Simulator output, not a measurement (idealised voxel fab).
The document below concerns the process module designated voxel tone inversion.
The width of the displayed cross-section, cut, is 215 nm; its cells are square, with a size of 5 nm.
Reading order for cross-sections: top band down to bottom band. Underlying form: a grid of square cells. Band size: one or more rows of cells. Band entry format. Leading values: height of top, height of bottom, nm. Remainder: materials in left-to-right order, each with its width in nm. Special words: "throughout" on a single material, which then fills the band edge to edge; "blank", empty space. We count height from 0. Below that, the starting wafer is all one material. The lowest band never ends at the bottom but goes on down; see "0 down" for how that is written. A two-number width, for instance "30->40", indicates that the width is equal to the first number in the top row of the band and to the second number in the bottom row, and that it changes by a constant amount per row of cells. Step note "no modifications" = no cross-section cell changed. Voids not open to the top, 8 cells minimum: see "Enclosed void catalog". Written width x height at distance; distance is from the left edge; nm. Post-settings text on a step line: simulator's own remark regarding the step. The optional step-line setting "overlay nm" applies to steps with a mask and quantifies how far to the right of its planned location the mask lay, a negative value indicating leftward placement.
## Process steps - plan
1. RECEIVE [material Si]
2. CONFORMAL_DEP [material SiN] [thk nm 5]
3. DIRECTIONAL_DEP [material polySi] [thk nm 15]
4. PATTERN [tone cover] [mask id POSTS] [material resist] [width nm 15] [pitch nm 40] [thk nm 20] [overlay nm 0]
5. DIRECTIONAL_ETCH [etch materials polySi] [depth nm 15]
6. STRIP [etch materials resist]
7. FILL_DEP [material SiO2] [thk nm 5]
8. CMP [height nm 20]
9. STRIP [etch materials polySi]
Be aware that, although all wafers share a common starting state, the width nm at step 4 differs among them, and the plan displays the first wafer's value.
## As-received state after step 1, first of several wafers, cross-section
    0 down  Si throughout
    Enclosed void catalog: none
## Per-wafer rows below. For each material: cells gained (+) or lost (-) since the wafer was received, as of end of module. Then: closed voids
width nm 15, +43 SiN, +93 SiO2, Enclosed void catalog: none
width nm 20, +43 SiN, +81 SiO2, Enclosed void catalog: none
width nm 25, +43 SiN, +69 SiO2, Enclosed void catalog: none
